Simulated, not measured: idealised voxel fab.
Name of the process module below: voxel ribs on slabs
For reference, the cross-section in this document is cut, with width 285 nm and square cells of 5 nm.
This document writes a cross-section as a grid whose cells are square, and gives it as bands, listed from the top down; one or more rows of cells form a band.
Quick guide to a band line: top height, bottom height (nm) up front; then every material left to right with its width in nm. Only one material and it's marked "everywhere"? Then it fills the band edge to edge. And "air" just means empty space.
Measure heights from 0. That's the level where, below it, the as-received wafer is all one material. The lowest band is bottomless and extends downward; write it as in "0 nm and below".
With a width like "30..40", each row of cells in the band differs from the next by the same amount, the top row carrying the first number and the bottom row the second.
Where the words "nothing different" appear for a step, the cross-section shows no cell changed by that step; every cell remained as before.
In "Trapped void list" the enclosed voids are listed, meaning empty spaces of 8 cells or larger without any opening to the top. The form is width x height at distance, distance from the left edge, units nm.
Step line, after settings: the simulator's comment on this step.
overlay nm: on a step with a mask, how far right of its planned place the mask lay; negative means left.

This section lists the process steps that were planned
step 1: RECEIVE: material Si
step 2: DIRECTIONAL_DEP: material SiO2, thk nm 30
step 3: DIRECTIONAL_DEP: material SiN, thk nm 20
step 4: MASKED_ETCH: tone cover, mask id RIB, width nm 25, etch materials SiN, depth nm 15, overlay nm 0
step 5: PATTERN: tone cover, mask id SLAB, material resist, width nm 65, thk nm 15, overlay nm 0
step 6: DIRECTIONAL_ETCH: etch materials SiN, depth nm 5
step 7: STRIP: etch materials resist
step 8: FILL_DEP: material SiO2, thk nm 25
step 9: CMP: height nm 70
step 10: DIRECTIONAL_DEP: material TiN, thk nm 10
step 11: DIRECTIONAL_DEP: material aC, thk nm 15
step 12: PATTERN: tone cover, mask id HEATER, material resist, width nm 35, thk nm 35, overlay nm 0
step 13: DIRECTIONAL_ETCH: etch materials aC, depth nm 15
step 14: STRIP: etch materials resist
step 15: DIRECTIONAL_ETCH: etch materials TiN, depth nm 10
step 16: STRIP: etch materials aC
step 17: CONFORMAL_DEP: material SiO2, thk nm 5

As received, after step 1
	0 nm and below = Si everywhere
	Trapped void list: none

The plan above was carried out on the starting structure above with one mistake, and this cross-section shows the wafer at the end of the module
	85 nm to 80 nm = air 120 nm | SiO2 45 nm | air 120 nm
	80 nm to 75 nm = air 120 nm | SiO2 5 nm | TiN 35 nm | SiO2 5 nm | air 120 nm
	75 nm to 70 nm = SiO2 125 nm | TiN 35 nm | SiO2 125 nm
	70 nm to 50 nm = SiO2 everywhere
	50 nm to 35 nm = SiO2 135 nm | SiN 15 nm | SiO2 135 nm
	35 nm to 30 nm = SiO2 110 nm | SiN 65 nm | SiO2 110 nm
	30 nm to 0 nm = SiO2 everywhere
	0 nm and below = Si everywhere
	Trapped void list: none
Want to know what went wrong? step 4 ran differently from the plan; actual operation with settings: MASKED_ETCH: tone cover, mask id RIB, width nm 15, etch materials SiN, depth nm 15, overlay nm 0
